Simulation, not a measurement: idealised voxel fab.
The process module that follows is named voxel fin reveal.
The cross-section on display is named cut; it measures 155 nm wide, and its cells are 5 nm squares.
We lay out every cross-section as a grid of square cells and spell it out in bands from the top down, where one band means one or more rows of cells. Quick guide to a band line: top height, bottom height (nm) up front; then every material left to right with its width in nm. Only one material and it's marked "full width"? Then it fills the band edge to edge. And "blank" just means empty space. It should be noted that heights are counted from 0, beneath which the wafer as supplied is of one material throughout, and that the lowest band possesses no lower boundary but continues downward, as written in "0 down". Quick explanation for "30->40": the width changes in equal steps down the rows of cells, from the first number in the band's top row to the second number in its bottom row. A step reported as "no alterations made" is a step in which no cell of the cross-section changed. Any empty space of 8 cells or more lacking an open way to the top shows up in "Enclosed void listing" as width x height at distance, distance from the left edge, in nm. Text after the settings on a step's line: the simulator's own remark on that step. If you see "overlay nm" on a step's line and that step has a mask, it's telling you how far right of where it was planned the mask ended up; a negative number means it went left instead.

## Below is the list of planned process steps
| 1 | RECEIVE [material Si] |
| 2 | CONFORMAL_DEP [material SiN] [thk nm 5] |
| 3 | DIRECTIONAL_DEP [material aC] [thk nm 10] |
| 4 | PATTERN [tone cover] [mask id FINS] [material resist] [width nm 15] [pitch nm 35] [thk nm 30] [overlay nm 0] |
| 5 | DIRECTIONAL_ETCH [etch materials aC] [depth nm 10] |
| 6 | STRIP [etch materials resist] |
| 7 | DIRECTIONAL_ETCH [etch materials SiN] [depth nm 5] |
| 8 | DIRECTIONAL_ETCH [etch materials Si] [depth nm 30] |
| 9 | STRIP [etch materials aC] |
| 10 | FILL_DEP [material SiO2] [thk nm 10] |
| 11 | CMP [height nm 5] |
| 12 | SELECTIVE_ETCH [etch materials SiO2] [depth nm 15] |
| 13 | STRIP [etch materials SiN] |

## Incoming wafer, cross-sectional view, post step 1
* 0 down = Si full width
* Enclosed void listing: none

## Cross-section at module end, one run error; start and plan unchanged from above
* 0 to -10 = blank 15 | Si 15 | blank 20 | Si 15 | blank 20 | Si 15 | blank 20 | Si 15 | blank 20
* -10 to -15 = blank 15 | Si 15 | blank 20 | Si 15 | blank 20 | Si 15 | blank 20 | Si 15 | blank 15 | SiO2 5
* -15 to -30 = SiO2 15 | Si 15 | SiO2 20 | Si 15 | SiO2 20 | Si 15 | SiO2 20 | Si 15 | SiO2 20
* -30 down = Si full width
* Enclosed void listing: none
Where did the run depart from the plan? steps 12 and 13 run out of order (swapped)
